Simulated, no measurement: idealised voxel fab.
Presented below is a process module, voxel wiring stack.
For reference, the cross-section in this document is cut, with width 235 nm and square cells of 5 nm.
Square cells in a grid make up a cross-section in this document, and the grid is given as bands, listed from the top down, each one or more rows of cells. Band: top height; bottom height; in nm. Then, left to right: material with width in nm, for each material. "throughout": a single material spanning edge to edge. "empty": empty space. Zero point of the height axis is 0; under it, received wafer = one material. Lowest band: continues down indefinitely, "z 0 and below". The width entry "30 to 40" should be interpreted row by row: the top row of cells in the band takes the first number, the bottom row takes the second number, and the change between adjacent rows is uniform throughout. You'll sometimes find "remained unchanged" written for a step, and that's the way of saying that nowhere in the cross-section did a cell change during that step. "Closed void listing" specifies each empty space that is not open to the top and that occupies no fewer than 8 cells, using the form width x height at distance, the distance measured from the left edge and all three quantities in nm. Note: text after step settings on the step line = simulator remark on that step. "overlay nm" on a masked step: distance the mask lay right of its planned place, negative for left.
These are the steps we planned for the process:
1,RECEIVE (material Si)
2,CONFORMAL_DEP (material SiO2; thk nm 15)
3,DIRECTIONAL_DEP (material TiN; thk nm 5)
4,DIRECTIONAL_DEP (material W; thk nm 25)
5,PATTERN (tone cover; mask id METAL_1; material resist; width nm 20; pitch nm 40; thk nm 15; overlay nm 0)
6,DIRECTIONAL_ETCH (etch materials W; depth nm 25)
7,DIRECTIONAL_ETCH (etch materials TiN; depth nm 5)
8,STRIP (etch materials resist)
9,FILL_DEP (material lowk; thk nm 5)
10,CMP (height nm 45)
11,CONFORMAL_DEP (material SiCN; thk nm 5)
12,DIRECTIONAL_DEP (material SiO2; thk nm 15)
13,PATTERN (tone open; mask id PLUG_1; material resist; width nm 15; pitch nm 40; thk nm 20; overlay nm 0)
14,DIRECTIONAL_ETCH (etch materials SiO2; depth nm 15)
15,DIRECTIONAL_ETCH (etch materials SiCN; depth nm 5)
16,STRIP (etch materials resist)
17,CONFORMAL_DEP (material TiN; thk nm 5)
18,FILL_DEP (material W; thk nm 10)
19,CMP (height nm 65)
20,CONFORMAL_DEP (material SiCN; thk nm 5)
21,DIRECTIONAL_DEP (material SiO2; thk nm 20)
22,PATTERN (tone open; mask id METAL_2; material resist; width nm 20; pitch nm 40; thk nm 15; overlay nm 0)
23,DIRECTIONAL_ETCH (etch materials SiO2; depth nm 20)
24,DIRECTIONAL_ETCH (etch materials SiCN; depth nm 5)
25,STRIP (etch materials resist)
26,CONFORMAL_DEP (material TiN; thk nm 5)
27,FILL_DEP (material Cu; thk nm 10)
28,CMP (height nm 90)
29,EPI (material Ru; thk nm 5)
30,FILL_DEP (material SiCN; thk nm 5)
31,DIRECTIONAL_DEP (material lowk; thk nm 30)
32,PATTERN (tone open; mask id METAL_3; material resist; width nm 20; pitch nm 40; thk nm 20; overlay nm 0)
33,DIRECTIONAL_ETCH (etch materials lowk; depth nm 20)
34,STRIP (etch materials resist)
35,DIRECTIONAL_DEP (material aC; thk nm 10)
36,PATTERN (tone open; mask id METAL_3_HOLES; material resist; width nm 15; thk nm 25; overlay nm 0)
37,DIRECTIONAL_ETCH (etch materials aC; depth nm 10)
38,STRIP (etch materials resist)
39,DIRECTIONAL_ETCH (etch materials lowk; depth nm 10)
40,DIRECTIONAL_ETCH (etch materials SiCN; depth nm 5)
41,STRIP (etch materials aC)
42,CONFORMAL_DEP (material TiN; thk nm 5)
43,FILL_DEP (material Ru; thk nm 5)
44,CMP (height nm 130)
45,CONFORMAL_DEP (material SiCN; thk nm 5)
46,DIRECTIONAL_DEP (material lowk; thk nm 10)
47,DIRECTIONAL_DEP (material aC; thk nm 10)
48,PATTERN (tone open; mask id PLUG_3; material resist; width nm 15; pitch nm 40; thk nm 25; overlay nm 0)
49,DIRECTIONAL_ETCH (etch materials aC; depth nm 10)
50,STRIP (etch materials resist)
51,DIRECTIONAL_ETCH (etch materials lowk; depth nm 10)
52,DIRECTIONAL_ETCH (etch materials SiCN; depth nm 5)
53,STRIP (etch materials aC)
54,CONFORMAL_DEP (material TiN; thk nm 5)
55,FILL_DEP (material Cu; thk nm 5)
56,CMP (height nm 145)
57,DIRECTIONAL_DEP (material TiN; thk nm 5)
58,DIRECTIONAL_DEP (material Ru; thk nm 15)
59,DIRECTIONAL_DEP (material aC; thk nm 10)
60,PATTERN (tone cover; mask id METAL_4; material resist; width nm 20; pitch nm 40; thk nm 30; overlay nm 0)
61,DIRECTIONAL_ETCH (etch materials aC; depth nm 10)
62,STRIP (etch materials resist)
63,DIRECTIONAL_ETCH (etch materials Ru; depth nm 15)
64,DIRECTIONAL_ETCH (etch materials TiN; depth nm 5)
65,STRIP (etch materials aC)
66,CONFORMAL_DEP (material SiN; thk nm 5)
67,FILL_DEP (material SiO2; thk nm 10)
68,CMP (height nm 165)
69,CONFORMAL_DEP (material SiCN; thk nm 5)
As-received wafer cross-section (after step 1):
- z 0 and below  Si throughout
- Closed void listing: none
One mistake in running the module, otherwise start and plan as above: cross-section at the end:
- z 170 to 165  SiCN throughout
- z 165 to 150  SiO2 (80), then SiN (5), then Ru (20), then SiN (5), then SiO2 (10), then SiN (5), then Ru (20), then SiN (5), then SiO2 (85)
- z 150 to 145  SiN (85), then TiN (20), then SiN (20), then TiN (20), then SiN (90)
- z 145 to 135  lowk (85), then TiN (5), then Cu (5), then TiN (5), then lowk (25), then TiN (5), then Cu (5), then TiN (5), then lowk (95)
- z 135 to 130  SiCN (85), then TiN (15), then SiCN (25), then TiN (15), then SiCN (95)
- z 130 to 115  lowk (85), then TiN (5), then Ru (10), then TiN (5), then lowk (20), then TiN (5), then Ru (10), then TiN (5), then lowk (90)
- z 115 to 110  lowk (85), then TiN (5), then Ru (5), then TiN (10), then lowk (20), then TiN (20), then lowk (90)
- z 110 to 100  lowk (85), then TiN (5), then Ru (5), then TiN (5), then lowk (135)
- z 100 to 95  SiCN (85), then TiN (15), then SiCN (135)
- z 95 to 90  SiCN (80), then Ru (30), then SiCN (10), then Ru (30), then SiCN (85)
- z 90 to 70  SiO2 (85), then TiN (5), then Cu (10), then TiN (5), then SiO2 (20), then TiN (5), then Cu (10), then TiN (5), then SiO2 (90)
- z 70 to 65  SiCN (85), then TiN (20), then SiCN (20), then TiN (20), then SiCN (90)
- z 65 to 50  SiO2 (85), then TiN (5), then W (5), then TiN (5), then SiO2 (25), then TiN (5), then W (5), then TiN (5), then SiO2 (95)
- z 50 to 45  SiCN (85), then TiN (15), then SiCN (25), then TiN (15), then SiCN (95)
- z 45 to 35  lowk (85), then W (20), then lowk (20), then W (20), then lowk (90)
- z 35 to 30  lowk (85), then TiN (20), then lowk (20), then TiN (20), then lowk (90)
- z 30 to 0  SiO2 throughout
- z 0 and below  Si throughout
- Closed void listing: none
Nonconformance to the process plan: twice over, step 2 of the plan was run
